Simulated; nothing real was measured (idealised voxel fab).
voxel capacitor over wiring: a process module
The figure presents cross-section cut, which has a width of 230 nm and is divided into square cells with an edge length of 5 nm.
Cross-section, as written here: a square-cell grid given band by band from the top down, where a band holds one or more rows of cells.
Within each band entry, the heights of the top and of the bottom of the band appear first, in that order and in nm; the materials of the band then follow from left to right, each with its corresponding width in nm. The designation "edge to edge" on a single material indicates that it fills the band from edge to edge; the designation "empty" indicates empty space.
All heights in this document are referenced to 0, defined as the level beneath which the wafer, as received, consists entirely of one material. The lowest band is not bounded below; it extends indefinitely downward and is written in the form "0 -> down".
So if you see something like "30->40" for the width, read it as the top row of the band sitting at the first number and the bottom row at the second, with every row in between moving by the same amount as the last.
The designation "no alterations made", where it is given for a processing step, indicates that no cell of the cross-section was altered in the course of that step.
"Sealed-off cavities" lists enclosed empty spaces (at least 8 cells, no open path upward to the top), each as width x height at distance from the left edge, in nm.
Whatever follows a step's settings on its line is a remark the simulator itself makes about that step.
A step's line can hold "overlay nm"; with a mask on that step, the setting says how far right of the planned place the mask lay, while a negative setting says it lay to the left.
-- So here's the lineup of process steps we planned
step 1: RECEIVE (material Si)
step 2: CONFORMAL_DEP (material SiO2; thk nm 15)
step 3: DIRECTIONAL_DEP (material TiN; thk nm 5)
step 4: DIRECTIONAL_DEP (material Ru; thk nm 15)
step 5: MASKED_ETCH (tone cover; mask id METAL_1; width nm 25; pitch nm 80; etch materials Ru; depth nm 15; overlay nm 0)
step 6: MASKED_ETCH (tone cover; mask id METAL_1; width nm 25; pitch nm 80; etch materials TiN; depth nm 5; overlay nm 0)
step 7: FILL_DEP (material SiO2; thk nm 5)
step 8: CMP (height nm 35)
step 9: CONFORMAL_DEP (material SiCN; thk nm 5)
step 10: DIRECTIONAL_DEP (material SiO2; thk nm 20)
step 11: PATTERN (tone open; mask id PLUG_1; material resist; width nm 15; thk nm 20; overlay nm 0)
step 12: DIRECTIONAL_ETCH (etch materials SiO2; depth nm 20)
step 13: DIRECTIONAL_ETCH (etch materials SiCN; depth nm 5)
step 14: STRIP (etch materials resist)
step 15: CONFORMAL_DEP (material TiN; thk nm 5)
step 16: FILL_DEP (material Cu; thk nm 5)
step 17: CMP (height nm 60)
step 18: DIRECTIONAL_DEP (material TiN; thk nm 5)
step 19: DIRECTIONAL_DEP (material SiN; thk nm 5)
step 20: DIRECTIONAL_DEP (material TiN; thk nm 10)
step 21: PATTERN (tone cover; mask id UPPER_PLATE; material resist; width nm 60; thk nm 20; overlay nm 0)
step 22: DIRECTIONAL_ETCH (etch materials TiN; depth nm 10)
step 23: DIRECTIONAL_ETCH (etch materials SiN; depth nm 5)
step 24: STRIP (etch materials resist)
step 25: DIRECTIONAL_DEP (material aC; thk nm 15)
step 26: PATTERN (tone cover; mask id LOWER_PLATE; material resist; width nm 70; thk nm 30; overlay nm 0)
step 27: DIRECTIONAL_ETCH (etch materials aC; depth nm 15)
step 28: STRIP (etch materials resist)
step 29: DIRECTIONAL_ETCH (etch materials TiN; depth nm 5)
step 30: STRIP (etch materials aC)
step 31: FILL_DEP (material SiO2; thk nm 15)
step 32: CMP (height nm 90)
step 33: DIRECTIONAL_DEP (material aC; thk nm 10)
step 34: PATTERN (tone open; mask id PLUG_2; material resist; width nm 15; thk nm 30; overlay nm 0)
step 35: DIRECTIONAL_ETCH (etch materials aC; depth nm 10)
step 36: STRIP (etch materials resist)
step 37: DIRECTIONAL_ETCH (etch materials SiO2; depth nm 10)
step 38: STRIP (etch materials aC)
step 39: CONFORMAL_DEP (material TiN; thk nm 5)
step 40: FILL_DEP (material Ru; thk nm 5)
step 41: CMP (height nm 90)
step 42: CONFORMAL_DEP (material SiCN; thk nm 5)
-- Here's what the wafer looked like in cross-section when it arrived - that's after step 1
* 0 -> down: Si edge to edge
* Sealed-off cavities: none
-- Cross-sectional image of the first of two wafers at the end of the module, the run having proceeded as planned
* 95 -> 90: SiCN edge to edge
* 90 -> 85: 80 SiO2, then 5 TiN, then 5 Ru, then 5 TiN, then 135 SiO2
* 85 -> 80: 80 SiO2, then 15 TiN, then 135 SiO2
* 80 -> 70: 70 SiO2, then 60 TiN, then 100 SiO2
* 70 -> 65: 70 SiO2, then 60 SiN, then 100 SiO2
* 65 -> 60: 65 SiO2, then 70 TiN, then 95 SiO2
* 60 -> 40: 70 SiO2, then 5 TiN, then 5 Cu, then 5 TiN, then 145 SiO2
* 40 -> 35: 70 SiCN, then 15 TiN, then 145 SiCN
* 35 -> 20: 60 SiO2, then 25 Ru, then 55 SiO2, then 25 Ru, then 65 SiO2
* 20 -> 15: 60 SiO2, then 25 TiN, then 55 SiO2, then 25 TiN, then 65 SiO2
* 15 -> 0: SiO2 edge to edge
* 0 -> down: Si edge to edge
* Sealed-off cavities: none
-- Second wafer through the module, sectioned at the end: same beginning and same plan as the first wafer, with one mistake in carrying it out
* 95 -> 90: SiCN edge to edge
* 90 -> 85: 80 SiO2, then 5 TiN, then 5 Ru, then 5 TiN, then 135 SiO2
* 85 -> 80: 80 SiO2, then 15 TiN, then 135 SiO2
* 80 -> 70: 70 SiO2, then 60 TiN, then 100 SiO2
* 70 -> 65: 70 SiO2, then 60 SiN, then 100 SiO2
* 65 -> 60: 65 SiO2, then 70 TiN, then 95 SiO2
* 60 -> 40: 70 SiO2, then 5 TiN, then 5 Cu, then 5 TiN, then 145 SiO2
* 40 -> 35: 70 SiCN, then 15 TiN, then 145 SiCN
* 35 -> 30: SiO2 edge to edge
* 30 -> 15: 60 SiO2, then 25 Ru, then 55 SiO2, then 25 Ru, then 65 SiO2
* 15 -> 0: SiO2 edge to edge
* 0 -> down: Si edge to edge
* Sealed-off cavities: none
Finding, execution versus plan: skipped: plan step 3 (never run)
Cell-count delta at end, second wafer over first, by material: SiO2 +10 | TiN -10
